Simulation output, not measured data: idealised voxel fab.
process module | voxel double patterning
cross-section cut | 170 nm wide | cells 5 nm
A cross-section is a grid of square cells, given in bands from the top down. A band is one or more rows of cells.
Each band's line starts with the height of the band's top and of its bottom, in nm. Then come its materials from left to right, each with its width in nm. One material with "throughout" fills the band from edge to edge. "air" is empty space.
Height 0 is the level under which the wafer as received is all one material. The lowest band goes on downwards, as in "0 down".
A width such as "30 to 40" changes by the same amount from each row of cells to the next, from the band's top row to its bottom row.
"no change" after a step means that no cell of the cross-section changed.
closed voids: empty space of 8 cells or more with no open way to the top, each as width x height at its distance from the left edge, in nm
after a step's settings: what the simulator itself notes on the step
overlay nm, on a step with a mask: how far to the right of its planned place the mask lay; to the left if negative
plan
1 op RECEIVE | material Si
2 op CONFORMAL_DEP | material SiN | thk nm 10
3 op DIRECTIONAL_DEP | material SiO2 | thk nm 10
4 op DIRECTIONAL_DEP | material SiCN | thk nm 5
5 op MASKED_ETCH | tone open | mask id FIRST | width nm 15 | pitch nm 50 | etch materials SiCN | depth nm 5 | overlay nm 0
6 op PATTERN | tone open | mask id SECOND | material resist | width nm 15 | thk nm 20 | overlay nm -15
7 op DIRECTIONAL_ETCH | etch materials SiCN | depth nm 5
8 op STRIP | etch materials resist
9 op DIRECTIONAL_ETCH | etch materials SiO2 | depth nm 10
10 op STRIP | etch materials SiCN
varied across the wafers: overlay nm of step 6. The plan shows the first wafer's value. All wafers start alike
first wafer as received, after step 1
  0 down: Si throughout
  closed voids: none
first wafer at the end, after step 10
  20 to 10: SiO2 50 | air 25 | SiO2 25 | air 15 | SiO2 55
  10 to 0: SiN throughout
  0 down: Si throughout
  closed voids: none
last wafer at the end
  20 to 10: SiO2 50 | air 15 | SiO2 25 | air 25 | SiO2 55
  10 to 0: SiN throughout
  0 down: Si throughout
  closed voids: none
each wafer at the end: cells of each material gained (+) or lost (-) since it was received, then its closed voids
overlay nm -15 | +68 SiN | +52 SiO2 | closed voids: none
overlay nm -10 | +68 SiN | +50 SiO2 | closed voids: none
overlay nm -5 | +68 SiN | +50 SiO2 | closed voids: none
overlay nm 0 | +68 SiN | +50 SiO2 | closed voids: none
overlay nm 5 | +68 SiN | +50 SiO2 | closed voids: none
overlay nm 10 | +68 SiN | +50 SiO2 | closed voids: none
overlay nm 15 | +68 SiN | +52 SiO2 | closed voids: none
